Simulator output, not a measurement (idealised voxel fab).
Documented hereafter: the process module known as voxel wiring stack.
Cross-section cut spans 205 nm and uses square cells 5 nm in size.
A cross-section is a grid of square cells, given in bands from the top down. A band is one or more rows of cells.
It is stipulated that each band's entry specify, in nanometres, the height of the top of the band and then that of its bottom, followed by the materials of the band in left-to-right sequence, each together with its width in nanometres. A single material marked by the word "full width" is understood to fill the band from edge to edge; the word "air" is understood to denote empty space.
Height is counted from the level 0, under which the received wafer is composed throughout of one material. The lowest of the bands is not closed at the bottom but continues downward, in the notation "0..down".
A width given as "30..40" starts at the first number in the band's top row and ends at the second number in its bottom row, shifting by an equal amount at every step from row to row.
The designation "no alterations made", where it is given for a processing step, indicates that no cell of the cross-section was altered in the course of that step.
"Closed void catalog" - sealed voids, min. 8 cells, no opening to top; format: width x height at distance (distance from left edge; nm throughout).
Where a step's line continues beyond its settings, the continuation is a remark by the simulator itself on that step.
overlay nm: mask offset rightward from planned place, masked step; negative means leftward offset.

Below is the list of planned process steps:
1) op RECEIVE | material Si
2) op CONFORMAL_DEP | material SiO2 | thk nm 15
3) op DIRECTIONAL_DEP | material TiN | thk nm 5
4) op DIRECTIONAL_DEP | material W | thk nm 20
5) op DIRECTIONAL_DEP | material aC | thk nm 10
6) op PATTERN | tone cover | mask id METAL_1 | material resist | width nm 20 | pitch nm 35 | thk nm 30 | overlay nm 0
7) op DIRECTIONAL_ETCH | etch materials aC | depth nm 10
8) op STRIP | etch materials resist
9) op DIRECTIONAL_ETCH | etch materials W | depth nm 20
10) op DIRECTIONAL_ETCH | etch materials TiN | depth nm 5
11) op STRIP | etch materials aC
12) op CONFORMAL_DEP | material SiN | thk nm 5
13) op FILL_DEP | material SiO2 | thk nm 5
14) op CMP | height nm 40
15) op CONFORMAL_DEP | material SiCN | thk nm 5
16) op DIRECTIONAL_DEP | material lowk | thk nm 30
17) op MASKED_ETCH | tone open | mask id METAL_2_HOLES | width nm 15 | pitch nm 70 | etch materials lowk | depth nm 30 | overlay nm 0
18) op PATTERN | tone open | mask id METAL_2 | material resist | width nm 20 | pitch nm 35 | thk nm 20 | overlay nm 0
19) op DIRECTIONAL_ETCH | etch materials lowk | depth nm 15
20) op DIRECTIONAL_ETCH | etch materials SiCN | depth nm 5
21) op STRIP | etch materials resist
22) op CONFORMAL_DEP | material TiN | thk nm 5
23) op FILL_DEP | material Ru | thk nm 5
24) op CMP | height nm 75
25) op CONFORMAL_DEP | material SiCN | thk nm 5
26) op DIRECTIONAL_DEP | material SiO2 | thk nm 35
27) op DIRECTIONAL_DEP | material aC | thk nm 15
28) op PATTERN | tone open | mask id METAL_3 | material resist | width nm 20 | pitch nm 35 | thk nm 30 | overlay nm 0
29) op DIRECTIONAL_ETCH | etch materials aC | depth nm 15
30) op STRIP | etch materials resist
31) op DIRECTIONAL_ETCH | etch materials SiO2 | depth nm 20
32) op STRIP | etch materials aC
33) op MASKED_ETCH | tone open | mask id METAL_3_HOLES | width nm 15 | pitch nm 70 | etch materials SiO2 | depth nm 15 | overlay nm 0
34) op MASKED_ETCH | tone open | mask id METAL_3_HOLES | width nm 15 | pitch nm 70 | etch materials SiCN | depth nm 5 | overlay nm 0
35) op CONFORMAL_DEP | material TiN | thk nm 5
36) op FILL_DEP | material Ru | thk nm 5
37) op CMP | height nm 115
38) op CONFORMAL_DEP | material SiCN | thk nm 5
39) op DIRECTIONAL_DEP | material SiO2 | thk nm 35
40) op DIRECTIONAL_DEP | material aC | thk nm 10
41) op PATTERN | tone open | mask id METAL_4 | material resist | width nm 20 | pitch nm 35 | thk nm 25 | overlay nm 0
42) op DIRECTIONAL_ETCH | etch materials aC | depth nm 10
43) op STRIP | etch materials resist
44) op DIRECTIONAL_ETCH | etch materials SiO2 | depth nm 20
45) op STRIP | etch materials aC
46) op PATTERN | tone open | mask id METAL_4_HOLES | material resist | width nm 15 | pitch nm 70 | thk nm 20 | overlay nm 0
47) op DIRECTIONAL_ETCH | etch materials SiO2 | depth nm 15
48) op DIRECTIONAL_ETCH | etch materials SiCN | depth nm 5
49) op STRIP | etch materials resist
50) op CONFORMAL_DEP | material TiN | thk nm 5
51) op FILL_DEP | material Cu | thk nm 10
52) op CMP | height nm 155
53) op CONFORMAL_DEP | material SiCN | thk nm 5
Every wafer here starts from the same state; it is the step 46 width nm that distinguishes them, and the value the plan gives belongs to the first wafer.

After step 1, as received: first of several wafers, cross-section:
> 0..down  Si full width
> Closed void catalog: none

First of several wafers in cross-section at module end, following the final step, step 53:
> 160..155  SiCN full width
> 155..140  40 SiO2; 5 TiN; 10 Cu; 5 TiN; 15 SiO2; 5 TiN; 10 Cu; 5 TiN; 15 SiO2; 5 TiN; 10 Cu; 5 TiN; 15 SiO2; 5 TiN; 10 Cu; 5 TiN; 40 SiO2
> 140..135  40 SiO2; 5 TiN; 5 Cu; 10 TiN; 15 SiO2; 20 TiN; 15 SiO2; 5 TiN; 5 Cu; 10 TiN; 15 SiO2; 20 TiN; 40 SiO2
> 135..120  40 SiO2; 5 TiN; 5 Cu; 5 TiN; 55 SiO2; 5 TiN; 5 Cu; 5 TiN; 80 SiO2
> 120..115  40 SiCN; 15 TiN; 55 SiCN; 15 TiN; 80 SiCN
> 115..100  40 SiO2; 5 TiN; 10 Ru; 5 TiN; 15 SiO2; 5 TiN; 10 Ru; 5 TiN; 15 SiO2; 5 TiN; 10 Ru; 5 TiN; 15 SiO2; 5 TiN; 10 Ru; 5 TiN; 40 SiO2
> 100..95  40 SiO2; 5 TiN; 5 Ru; 10 TiN; 15 SiO2; 20 TiN; 15 SiO2; 5 TiN; 5 Ru; 10 TiN; 15 SiO2; 20 TiN; 40 SiO2
> 95..80  40 SiO2; 5 TiN; 5 Ru; 5 TiN; 55 SiO2; 5 TiN; 5 Ru; 5 TiN; 80 SiO2
> 80..75  40 SiCN; 15 TiN; 55 SiCN; 15 TiN; 80 SiCN
> 75..65  40 lowk; 5 TiN; 10 Ru; 5 TiN; 15 lowk; 5 TiN; 10 Ru; 5 TiN; 15 lowk; 5 TiN; 10 Ru; 5 TiN; 15 lowk; 5 TiN; 10 Ru; 5 TiN; 40 lowk
> 65..60  40 lowk; 5 TiN; 5 Ru; 10 TiN; 15 lowk; 20 TiN; 15 lowk; 5 TiN; 5 Ru; 10 TiN; 15 lowk; 20 TiN; 40 lowk
> 60..45  40 lowk; 5 TiN; 5 Ru; 5 TiN; 55 lowk; 5 TiN; 5 Ru; 5 TiN; 80 lowk
> 45..40  40 SiCN; 15 TiN; 55 SiCN; 15 TiN; 80 SiCN
> 40..20  35 SiO2; 5 SiN; 20 W; 5 SiN; 5 SiO2; 5 SiN; 20 W; 5 SiN; 5 SiO2; 5 SiN; 20 W; 5 SiN; 5 SiO2; 5 SiN; 20 W; 5 SiN; 35 SiO2
> 20..15  40 SiN; 20 TiN; 15 SiN; 20 TiN; 15 SiN; 20 TiN; 15 SiN; 20 TiN; 40 SiN
> 15..0  SiO2 full width
> 0..down  Si full width
> Closed void catalog: none

Cross-section, last wafer, module completion:
> 160..155  SiCN full width
> 155..145  35 SiO2; 5 TiN; 20 Cu; 5 TiN; 10 SiO2; 5 TiN; 10 Cu; 5 TiN; 10 SiO2; 5 TiN; 20 Cu; 5 TiN; 10 SiO2; 5 TiN; 10 Cu; 5 TiN; 40 SiO2
> 145..140  35 SiO2; 10 TiN; 10 Cu; 10 TiN; 10 SiO2; 5 TiN; 10 Cu; 5 TiN; 10 SiO2; 10 TiN; 10 Cu; 10 TiN; 10 SiO2; 5 TiN; 10 Cu; 5 TiN; 40 SiO2
> 140..135  40 SiO2; 5 TiN; 10 Cu; 5 TiN; 15 SiO2; 20 TiN; 15 SiO2; 5 TiN; 10 Cu; 5 TiN; 15 SiO2; 20 TiN; 40 SiO2
> 135..120  40 SiO2; 5 TiN; 10 Cu; 5 TiN; 50 SiO2; 5 TiN; 10 Cu; 5 TiN; 75 SiO2
> 120..115  40 SiCN; 20 TiN; 50 SiCN; 20 TiN; 75 SiCN
> 115..100  40 SiO2; 5 TiN; 10 Ru; 5 TiN; 15 SiO2; 5 TiN; 10 Ru; 5 TiN; 15 SiO2; 5 TiN; 10 Ru; 5 TiN; 15 SiO2; 5 TiN; 10 Ru; 5 TiN; 40 SiO2
> 100..95  40 SiO2; 5 TiN; 5 Ru; 10 TiN; 15 SiO2; 20 TiN; 15 SiO2; 5 TiN; 5 Ru; 10 TiN; 15 SiO2; 20 TiN; 40 SiO2
> 95..80  40 SiO2; 5 TiN; 5 Ru; 5 TiN; 55 SiO2; 5 TiN; 5 Ru; 5 TiN; 80 SiO2
> 80..75  40 SiCN; 15 TiN; 55 SiCN; 15 TiN; 80 SiCN
> 75..65  40 lowk; 5 TiN; 10 Ru; 5 TiN; 15 lowk; 5 TiN; 10 Ru; 5 TiN; 15 lowk; 5 TiN; 10 Ru; 5 TiN; 15 lowk; 5 TiN; 10 Ru; 5 TiN; 40 lowk
> 65..60  40 lowk; 5 TiN; 5 Ru; 10 TiN; 15 lowk; 20 TiN; 15 lowk; 5 TiN; 5 Ru; 10 TiN; 15 lowk; 20 TiN; 40 lowk
> 60..45  40 lowk; 5 TiN; 5 Ru; 5 TiN; 55 lowk; 5 TiN; 5 Ru; 5 TiN; 80 lowk
> 45..40  40 SiCN; 15 TiN; 55 SiCN; 15 TiN; 80 SiCN
> 40..20  35 SiO2; 5 SiN; 20 W; 5 SiN; 5 SiO2; 5 SiN; 20 W; 5 SiN; 5 SiO2; 5 SiN; 20 W; 5 SiN; 5 SiO2; 5 SiN; 20 W; 5 SiN; 35 SiO2
> 20..15  40 SiN; 20 TiN; 15 SiN; 20 TiN; 15 SiN; 20 TiN; 15 SiN; 20 TiN; 40 SiN
> 15..0  SiO2 full width
> 0..down  Si full width
> Closed void catalog: none

So in this table every wafer gets its own row, and what you see is where it stands at the end of the module: for each material, how many cells it picked up (+) or gave up (-) since we received it, and after that its closed voids:
width nm 15 | +32 Cu | +56 Ru | +146 SiCN | +57 SiN | +601 SiO2 | +176 TiN | +64 W | +180 lowk | Closed void catalog: none
width nm 20 | +40 Cu | +56 Ru | +144 SiCN | +57 SiN | +595 SiO2 | +176 TiN | +64 W | +180 lowk | Closed void catalog: none
width nm 25 | +44 Cu | +56 Ru | +144 SiCN | +57 SiN | +589 SiO2 | +178 TiN | +64 W | +180 lowk | Closed void catalog: none
width nm 30 | +48 Cu | +56 Ru | +144 SiCN | +57 SiN | +583 SiO2 | +180 TiN | +64 W | +180 lowk | Closed void catalog: none
